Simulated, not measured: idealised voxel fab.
process module | voxel ribs on slabs
cross-section cut | 280 nm wide | cells 5 nm
A cross-section is a grid of square cells, given in bands from the top down. A band is one or more rows of cells.
Each band's line starts with the height of the band's top and of its bottom, in nm. Then come its materials from left to right, each with its width in nm. One material with "throughout" fills the band from edge to edge. "air" is empty space.
Height 0 is the level under which the wafer as received is all one material. The lowest band goes on downwards, as in "0 down".
A width such as "30 to 40" changes by the same amount from each row of cells to the next, from the band's top row to its bottom row.
"no change" after a step means that no cell of the cross-section changed.
closed voids: empty space of 8 cells or more with no open way to the top, each as width x height at its distance from the left edge, in nm
after a step's settings: what the simulator itself notes on the step
overlay nm, on a step with a mask: how far to the right of its planned place the mask lay; to the left if negative
plan
1 op RECEIVE | material Si
2 op DIRECTIONAL_DEP | material SiO2 | thk nm 30
3 op DIRECTIONAL_DEP | material SiN | thk nm 20
4 op PATTERN | tone cover | mask id RIB | material resist | width nm 15 | thk nm 15 | overlay nm 0
5 op DIRECTIONAL_ETCH | etch materials SiN | depth nm 10
6 op STRIP | etch materials resist
7 op MASKED_ETCH | tone cover | mask id SLAB | width nm 45 | etch materials SiN | depth nm 10 | overlay nm 0
8 op FILL_DEP | material SiO2 | thk nm 20
9 op CMP | height nm 60
10 op DIRECTIONAL_DEP | material W | thk nm 5
11 op MASKED_ETCH | tone cover | mask id HEATER | width nm 25 | etch materials W | depth nm 5 | overlay nm 0
12 op CONFORMAL_DEP | material SiO2 | thk nm 5
as received, after step 1
  0 down: Si throughout
  closed voids: none
a wafer at the end: this start, this plan, one mistake
  70 to 65: air 120 | SiO2 35 | air 125
  65 to 60: SiO2 125 | W 25 | SiO2 130
  60 to 50: SiO2 throughout
  50 to 40: SiO2 130 | SiN 15 | SiO2 135
  40 to 30: SiO2 125 | SiN 45 | SiO2 110
  30 to 0: SiO2 throughout
  0 down: Si throughout
  closed voids: none
what went wrong: step 7 ran as: op MASKED_ETCH | tone cover | mask id SLAB | width nm 45 | etch materials SiN | depth nm 10 | overlay nm 10
